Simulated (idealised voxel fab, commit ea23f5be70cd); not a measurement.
process module | voxel fin reveal
cross-section cut | 295 nm wide | cells 5 nm
A cross-section is a grid of square cells, given in bands from the top down. A band is one or more rows of cells.
Each band's line starts with the height of the band's top and of its bottom, in nm. Then come its materials from left to right, each with its width in nm. One material with "throughout" fills the band from edge to edge. "air" is empty space.
Height 0 is the level under which the wafer as received is all one material. The lowest band goes on downwards, as in "0 down".
A width such as "30 to 40" changes by the same amount from each row of cells to the next, from the band's top row to its bottom row.
"no change" after a step means that no cell of the cross-section changed.
closed voids: empty space of 8 cells or more with no open way to the top, each as width x height at its distance from the left edge, in nm
after a step's settings: what the simulator itself notes on the step
overlay nm, on a step with a mask: how far to the right of its planned place the mask lay; to the left if negative
plan
1 op RECEIVE | material Si
2 op CONFORMAL_DEP | material SiN | thk nm 5
3 op PATTERN | tone cover | mask id FINS | material resist | width nm 15 | pitch nm 40 | thk nm 15 | overlay nm 0
4 op DIRECTIONAL_ETCH | etch materials SiN | depth nm 5
5 op DIRECTIONAL_ETCH | etch materials Si | depth nm 40
6 op STRIP | etch materials resist
7 op FILL_DEP | material SiO2 | thk nm 5
8 op CMP | height nm 5
9 op SELECTIVE_ETCH | etch materials SiO2 | depth nm 30
10 op STRIP | etch materials SiN
11 op CONFORMAL_DEP | material SiO2 | thk nm 5
as received, after step 1
  0 down: Si throughout
  closed voids: none
a wafer at the end: this start, this plan, one mistake
  0 to -25: air 80 | Si 15 | air 25 | Si 15 | air 25 | Si 15 | air 25 | Si 15 | air 80
  -25 to -40: SiO2 80 | Si 15 | SiO2 25 | Si 15 | SiO2 25 | Si 15 | SiO2 25 | Si 15 | SiO2 80
  -40 down: Si throughout
  closed voids: none
what went wrong: step 11 was left out
